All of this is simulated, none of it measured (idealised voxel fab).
process module | voxel trench capacitor
cross-section cut | 260 nm wide | cells 5 nm
A cross-section is a grid of square cells, given in bands from the top down. A band is one or more rows of cells.
Each band's line starts with the height of the band's top and of its bottom, in nm. Then come its materials from left to right, each with its width in nm. One material with "throughout" fills the band from edge to edge. "air" is empty space.
Height 0 is the level under which the wafer as received is all one material. The lowest band goes on downwards, as in "0 down".
A width such as "30 to 40" changes by the same amount from each row of cells to the next, from the band's top row to its bottom row.
"no change" after a step means that no cell of the cross-section changed.
closed voids: empty space of 8 cells or more with no open way to the top, each as width x height at its distance from the left edge, in nm
after a step's settings: what the simulator itself notes on the step
overlay nm, on a step with a mask: how far to the right of its planned place the mask lay; to the left if negative
plan
1 op RECEIVE | material Si
2 op CONFORMAL_DEP | material SiN | thk nm 5
3 op MASKED_ETCH | tone open | mask id TRENCH | width nm 25 | pitch nm 50 | etch materials SiN | depth nm 5 | overlay nm 0
4 op MASKED_ETCH | tone open | mask id TRENCH | width nm 25 | pitch nm 50 | etch materials Si | depth nm 30 | overlay nm 0
5 op CONFORMAL_DEP | material SiO2 | thk nm 5
6 op FILL_DEP | material polySi | thk nm 10
7 op CMP | height nm 5
first wafer, as planned
as received, after step 1
  0 down: Si throughout
  closed voids: none
after step 2
  5 to 0: SiN throughout
  below 0: unchanged
after step 3
  5 to 0: SiN 90 | air 25 | SiN 25 | air 25 | SiN 95
  below 0: unchanged
after step 4
  5 to 0: SiN 90 | air 25 | SiN 25 | air 25 | SiN 95
  0 to -30: Si 90 | air 25 | Si 25 | air 25 | Si 95
  below -30: unchanged
after step 5
  10 to 5: SiO2 95 | air 15 | SiO2 35 | air 15 | SiO2 100
  5 to 0: SiN 90 | SiO2 5 | air 15 | SiO2 5 | SiN 25 | SiO2 5 | air 15 | SiO2 5 | SiN 95
  0 to -25: Si 90 | SiO2 5 | air 15 | SiO2 5 | Si 25 | SiO2 5 | air 15 | SiO2 5 | Si 95
  -25 to -30: Si 90 | SiO2 25 | Si 25 | SiO2 25 | Si 95
  below -30: unchanged
after step 6
  20 to 10: polySi throughout
  10 to 5: SiO2 95 | polySi 15 | SiO2 35 | polySi 15 | SiO2 100
  5 to 0: SiN 90 | SiO2 5 | polySi 15 | SiO2 5 | SiN 25 | SiO2 5 | polySi 15 | SiO2 5 | SiN 95
  0 to -25: Si 90 | SiO2 5 | polySi 15 | SiO2 5 | Si 25 | SiO2 5 | polySi 15 | SiO2 5 | Si 95
  below -25: unchanged
after step 7
  5 to 0: SiN 90 | SiO2 5 | polySi 15 | SiO2 5 | SiN 25 | SiO2 5 | polySi 15 | SiO2 5 | SiN 95
  below 0: unchanged
second wafer: like start, like plan, one mistake. Through step 1 it matches the first wafer
when step 2 should have ended: no change
when step 3 should have ended: no change
when step 4 should have ended
  0 to -30: Si 90 | air 25 | Si 25 | air 25 | Si 95
  below -30: unchanged
when step 5 should have ended
  5 to 0: SiO2 95 | air 15 | SiO2 35 | air 15 | SiO2 100
  0 to -25: Si 90 | SiO2 5 | air 15 | SiO2 5 | Si 25 | SiO2 5 | air 15 | SiO2 5 | Si 95
  -25 to -30: Si 90 | SiO2 25 | Si 25 | SiO2 25 | Si 95
  below -30: unchanged
when step 6 should have ended
  15 to 5: polySi throughout
  5 to 0: SiO2 95 | polySi 15 | SiO2 35 | polySi 15 | SiO2 100
  0 to -25: Si 90 | SiO2 5 | polySi 15 | SiO2 5 | Si 25 | SiO2 5 | polySi 15 | SiO2 5 | Si 95
  below -25: unchanged
when step 7 should have ended
  5 to 0: SiO2 95 | polySi 15 | SiO2 35 | polySi 15 | SiO2 100
  below 0: unchanged
what went wrong: step 2 was left out
at the end the second wafer has, in cells: 42 fewer of SiN | 42 more of SiO2
